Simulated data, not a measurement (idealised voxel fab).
process module | voxel spacer lines
cross-section cut | 235 nm wide | cells 5 nm
A cross-section is a grid of square cells, given in bands from the top down. A band is one or more rows of cells.
Each band's line starts with the height of the band's top and of its bottom, in nm. Then come its materials from left to right, each with its width in nm. One material with "throughout" fills the band from edge to edge. "air" is empty space.
Height 0 is the level under which the wafer as received is all one material. The lowest band goes on downwards, as in "0 down".
A width such as "30 to 40" changes by the same amount from each row of cells to the next, from the band's top row to its bottom row.
"no change" after a step means that no cell of the cross-section changed.
closed voids: empty space of 8 cells or more with no open way to the top, each as width x height at its distance from the left edge, in nm
after a step's settings: what the simulator itself notes on the step
overlay nm, on a step with a mask: how far to the right of its planned place the mask lay; to the left if negative
plan
1 op RECEIVE | material Si
2 op CONFORMAL_DEP | material Al2O3 | thk nm 5
3 op DIRECTIONAL_DEP | material polySi | thk nm 10
4 op DIRECTIONAL_DEP | material aC | thk nm 30
5 op PATTERN | tone cover | mask id MANDREL | material resist | width nm 15 | pitch nm 50 | thk nm 35 | overlay nm 0
6 op DIRECTIONAL_ETCH | etch materials aC | depth nm 30
7 op STRIP | etch materials resist
8 op CONFORMAL_DEP | material SiO2 | thk nm 10
9 op DIRECTIONAL_ETCH | etch materials SiO2 | depth nm 10
10 op STRIP | etch materials aC
11 op DIRECTIONAL_ETCH | etch materials polySi | depth nm 10
12 op STRIP | etch materials SiO2
first wafer, as planned
as received, after step 1
  0 down: Si throughout
  closed voids: none
after step 2
  5 to 0: Al2O3 throughout
  below 0: unchanged
after step 3
  15 to 5: polySi throughout
  below 5: unchanged
after step 4
  45 to 15: aC throughout
  below 15: unchanged
after step 5
  80 to 45: air 85 | resist 15 | air 35 | resist 15 | air 85
  below 45: unchanged
after step 6
  50 to 45: air 85 | resist 15 | air 35 | resist 15 | air 85
  45 to 15: air 85 | aC 15 | air 35 | aC 15 | air 85
  below 15: unchanged
after step 7
  45 to 15: air 85 | aC 15 | air 35 | aC 15 | air 85
  below 15: unchanged
after step 8
  55 to 45: air 75 | SiO2 35 | air 15 | SiO2 35 | air 75
  45 to 25: air 75 | SiO2 10 | aC 15 | SiO2 10 | air 15 | SiO2 10 | aC 15 | SiO2 10 | air 75
  25 to 15: SiO2 85 | aC 15 | SiO2 35 | aC 15 | SiO2 85
  below 15: unchanged
after step 9
  45 to 15: air 75 | SiO2 10 | aC 15 | SiO2 10 | air 15 | SiO2 10 | aC 15 | SiO2 10 | air 75
  below 15: unchanged
after step 10
  45 to 15: air 75 | SiO2 10 | air 15 | SiO2 10 | air 15 | SiO2 10 | air 15 | SiO2 10 | air 75
  below 15: unchanged
after step 11
  45 to 15: air 75 | SiO2 10 | air 15 | SiO2 10 | air 15 | SiO2 10 | air 15 | SiO2 10 | air 75
  15 to 5: air 75 | polySi 10 | air 15 | polySi 10 | air 15 | polySi 10 | air 15 | polySi 10 | air 75
  below 5: unchanged
after step 12
  15 to 5: air 75 | polySi 10 | air 15 | polySi 10 | air 15 | polySi 10 | air 15 | polySi 10 | air 75
  below 5: unchanged
second wafer: like start, like plan, one mistake. Through step 1 it matches the first wafer
when step 2 should have ended: no change
when step 3 should have ended
  10 to 0: polySi throughout
  below 0: unchanged
when step 4 should have ended
  40 to 10: aC throughout
  below 10: unchanged
when step 5 should have ended
  75 to 40: air 85 | resist 15 | air 35 | resist 15 | air 85
  below 40: unchanged
when step 6 should have ended
  45 to 40: air 85 | resist 15 | air 35 | resist 15 | air 85
  40 to 10: air 85 | aC 15 | air 35 | aC 15 | air 85
  below 10: unchanged
when step 7 should have ended
  40 to 10: air 85 | aC 15 | air 35 | aC 15 | air 85
  below 10: unchanged
when step 8 should have ended
  50 to 40: air 75 | SiO2 35 | air 15 | SiO2 35 | air 75
  40 to 20: air 75 | SiO2 10 | aC 15 | SiO2 10 | air 15 | SiO2 10 | aC 15 | SiO2 10 | air 75
  20 to 10: SiO2 85 | aC 15 | SiO2 35 | aC 15 | SiO2 85
  below 10: unchanged
when step 9 should have ended
  40 to 10: air 75 | SiO2 10 | aC 15 | SiO2 10 | air 15 | SiO2 10 | aC 15 | SiO2 10 | air 75
  below 10: unchanged
when step 10 should have ended
  40 to 10: air 75 | SiO2 10 | air 15 | SiO2 10 | air 15 | SiO2 10 | air 15 | SiO2 10 | air 75
  below 10: unchanged
when step 11 should have ended
  40 to 10: air 75 | SiO2 10 | air 15 | SiO2 10 | air 15 | SiO2 10 | air 15 | SiO2 10 | air 75
  10 to 0: air 75 | polySi 10 | air 15 | polySi 10 | air 15 | polySi 10 | air 15 | polySi 10 | air 75
  below 0: unchanged
when step 12 should have ended
  10 to 0: air 75 | polySi 10 | air 15 | polySi 10 | air 15 | polySi 10 | air 15 | polySi 10 | air 75
  below 0: unchanged
what went wrong: step 2 was left out
at the end the second wafer has, in cells: 47 fewer of Al2O3
